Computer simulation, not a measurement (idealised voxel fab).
The following is a process module called voxel self aligned contacts.
Section cut is 280 nm wide and gridded with 5 nm square cells.
Reading order for cross-sections: top band down to bottom band. Underlying form: a grid of square cells. Band size: one or more rows of cells.
This entry defines a band. It first specifies the height of the band's top and the height of its bottom in nm, and then specifies the band's materials from left to right, stating each material with its width in nm. The word "throughout" identifies a single material that fills the band from edge to edge, while the word "empty" identifies empty space.
Beneath 0, the wafer as received is one material, and that level is where height counting begins. The lowest band goes on downward without a bottom; it is written like "from 0 down".
It should be noted that a width expressed as "30->40" varies in equal increments from row to row of cells within the band, taking the value of the first number at the top row and that of the second number at the bottom row.
Key: "no modification" - step with no changed cell in the cross-section.
"Tabulated closed voids" contains a list of empty spaces, each no smaller than 8 cells and without an open way to the top, written in the form width x height at distance with the distance from the left edge and all three in nm.
Heads up: the bit after the settings on a step's line is the simulator's remark on that step.
Steps that use a mask can have "overlay nm" on their line. It says how far the mask sat to the right of where it was meant to be. Negative means to the left.
# Steps planned for the process
| 1 | RECEIVE | material Si |
| 2 | CONFORMAL_DEP | material SiO2 | thk nm 5 |
| 3 | DIRECTIONAL_DEP | material polySi | thk nm 30 |
| 4 | DIRECTIONAL_DEP | material SiN | thk nm 20 |
| 5 | MASKED_ETCH | tone cover | mask id GATE | width nm 15 | pitch nm 50 | etch materials SiN | depth nm 20 | overlay nm 0 |
| 6 | MASKED_ETCH | tone cover | mask id GATE | width nm 25 | pitch nm 50 | etch materials polySi | depth nm 30 | overlay nm 0 |
| 7 | CONFORMAL_DEP | material SiN | thk nm 5 |
| 8 | DIRECTIONAL_ETCH | etch materials SiN | depth nm 5 |
| 9 | FILL_DEP | material SiO2 | thk nm 20 |
| 10 | CMP | height nm 65 |
| 11 | PATTERN | tone open | mask id CONTACT | material resist | width nm 35 | pitch nm 50 | thk nm 15 | overlay nm 0 |
| 12 | DIRECTIONAL_ETCH | etch materials SiO2 | depth nm 65 |
| 13 | STRIP | etch materials resist |
| 14 | CONFORMAL_DEP | material TiN | thk nm 5 |
| 15 | FILL_DEP | material W | thk nm 10 |
| 16 | CMP | height nm 65 |
| 17 | CONFORMAL_DEP | material SiCN | thk nm 5 |
varied across the wafers: width nm of step 5. The plan shows the first wafer's value. All wafers start alike
# Sectional view: first of several wafers, as received, after step 1
from 0 down | Si throughout
Tabulated closed voids: none
# After the module's final step, step 17: the first of several wafers in cross-section
from 70 to 65 | SiCN throughout
from 65 to 55 | SiO2 95 nm | TiN 5->10 nm | W 25->15 nm | TiN 5->10 nm | SiO2 15 nm | TiN 5->10 nm | W 25->15 nm | TiN 5->10 nm | SiO2 100 nm
from 55 to 40 | SiO2 75 nm | SiN 25 nm | TiN 5 nm | W 15 nm | TiN 5 nm | SiN 25 nm | TiN 5 nm | W 15 nm | TiN 5 nm | SiN 25 nm | SiO2 80 nm
from 40 to 35 | SiO2 75 nm | SiN 25 nm | TiN 10 nm | W 5 nm | TiN 10 nm | SiN 25 nm | TiN 10 nm | W 5 nm | TiN 10 nm | SiN 25 nm | SiO2 80 nm
from 35 to 5 | SiO2 70 nm | SiN 5 nm | polySi 25 nm | SiN 5 nm | TiN 5 nm | W 5 nm | TiN 5 nm | SiN 5 nm | polySi 25 nm | SiN 5 nm | TiN 5 nm | W 5 nm | TiN 5 nm | SiN 5 nm | polySi 25 nm | SiN 5 nm | SiO2 75 nm
from 5 to 0 | SiO2 105 nm | TiN 15 nm | SiO2 35 nm | TiN 15 nm | SiO2 110 nm
from 0 down | Si throughout
Tabulated closed voids: none
# Final wafer cross-section at module end
from 70 to 65 | SiCN throughout
from 65 to 60 | SiO2 95 nm | TiN 5 nm | W 25 nm | TiN 5 nm | SiO2 15 nm | TiN 5 nm | W 25 nm | TiN 5 nm | SiO2 100 nm
from 60 to 55 | SiO2 95 nm | TiN 35 nm | SiO2 15 nm | TiN 35 nm | SiO2 100 nm
from 55 to 35 | SiO2 65 nm | SiN 45 nm | TiN 5 nm | SiN 45 nm | TiN 5 nm | SiN 45 nm | SiO2 70 nm
from 35 to 5 | SiO2 65 nm | SiN 5 nm | polySi 35 nm | SiN 5 nm | TiN 5 nm | SiN 5 nm | polySi 35 nm | SiN 5 nm | TiN 5 nm | SiN 5 nm | polySi 35 nm | SiN 5 nm | SiO2 70 nm
from 5 to 0 | SiO2 110 nm | TiN 5 nm | SiO2 45 nm | TiN 5 nm | SiO2 115 nm
from 0 down | Si throughout
Tabulated closed voids: none
# wafer rows; end of module; cells per material since receipt: (+) gained, (-) lost; then closed voids
width nm 15; +56 SiCN; +96 SiN; +432 SiO2; +62 TiN; +48 W; +90 polySi; Tabulated closed voids: none
width nm 20; +56 SiCN; +108 SiN; +428 SiO2; +62 TiN; +40 W; +90 polySi; Tabulated closed voids: none
width nm 25; +56 SiCN; +120 SiN; +424 SiO2; +62 TiN; +32 W; +90 polySi; Tabulated closed voids: none
width nm 30; +56 SiCN; +132 SiN; +416 SiO2; +62 TiN; +10 W; +108 polySi; Tabulated closed voids: none
width nm 35; +56 SiCN; +144 SiN; +408 SiO2; +40 TiN; +10 W; +126 polySi; Tabulated closed voids: none
